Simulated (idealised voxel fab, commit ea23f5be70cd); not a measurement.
Process module, titled voxel tone inversion
It is cross-section cut that appears here, measuring 275 nm in width, its square cells being 5 nm in size.
Format of a cross-section: grid, square cells. Given as bands. Order: top down. Band: one or more rows of cells. Top height, bottom height, nm. Materials left to right, width each, nm. Single material + "everywhere" = fills band edge to edge. "air" = empty. Heads up on the height convention: 0 is the point under which the incoming wafer is all one material, and the lowest band has no bottom, it just keeps going down, like "z 0 and below". Width spec "30 to 40" -> top row of cells at first value, bottom row at second value, equal per-row change in between. "identical to before" -> step changed no cross-section cell. Closed empty spaces (no open way to the top) of 8 cells or more are what "Sealed void listing" lists, each as width x height at distance from the left edge, nm for all three. Formally, on a step line, whatever follows the settings is a remark that the simulator itself makes on the step. "overlay nm" on a masked step: distance the mask lay right of its planned place, negative for left.
## So here's the lineup of process steps we planned
1. op RECEIVE | material Si
2. op CONFORMAL_DEP | material SiCN | thk nm 10
3. op DIRECTIONAL_DEP | material polySi | thk nm 15
4. op PATTERN | tone cover | mask id POSTS | material resist | width nm 20 | pitch nm 40 | thk nm 25 | overlay nm 0
5. op DIRECTIONAL_ETCH | etch materials polySi | depth nm 15
6. op STRIP | etch materials resist
7. op FILL_DEP | material lowk | thk nm 10
8. op CMP | height nm 25
9. op STRIP | etch materials polySi
10. op CONFORMAL_DEP | material TiN | thk nm 5
11. op FILL_DEP | material Ru | thk nm 10
12. op CMP | height nm 25
13. op CONFORMAL_DEP | material SiN | thk nm 5
## Wafer as received: cross-section following step 1
    z 0 and below | Si everywhere
    Sealed void listing: none
## End-of-module cross-section of the first of two wafers, processed as planned
    z 30 to 25 | SiN everywhere
    z 25 to 15 | lowk (65)  TiN (5)  Ru (10)  TiN (5)  lowk (20)  TiN (5)  Ru (10)  TiN (5)  lowk (20)  TiN (5)  Ru (10)  TiN (5)  lowk (20)  TiN (5)  Ru (10)  TiN (5)  lowk (70)
    z 15 to 10 | lowk (65)  TiN (20)  lowk (20)  TiN (20)  lowk (20)  TiN (20)  lowk (20)  TiN (20)  lowk (70)
    z 10 to 0 | SiCN everywhere
    z 0 and below | Si everywhere
    Sealed void listing: none
## Second of two wafers, module complete, sectioned: it shares the first wafer's start and plan but was run with one mistake
    z 30 to 25 | SiN everywhere
    z 25 to 15 | Ru (65)  TiN (5)  Ru (10)  TiN (5)  Ru (20)  TiN (5)  Ru (10)  TiN (5)  Ru (20)  TiN (5)  Ru (10)  TiN (5)  Ru (20)  TiN (5)  Ru (10)  TiN (5)  Ru (70)
    z 15 to 10 | Ru (65)  TiN (20)  Ru (20)  TiN (20)  Ru (20)  TiN (20)  Ru (20)  TiN (20)  Ru (70)
    z 10 to 0 | SiCN everywhere
    z 0 and below | Si everywhere
    Sealed void listing: none
The mistake made against the process plan was this: step 7: run off-plan, actual operation and settings op FILL_DEP | material Ru | thk nm 10
Bottom line after processing is that, in cells, the second wafer is up or down on some materials versus the first: Ru +117, lowk -117
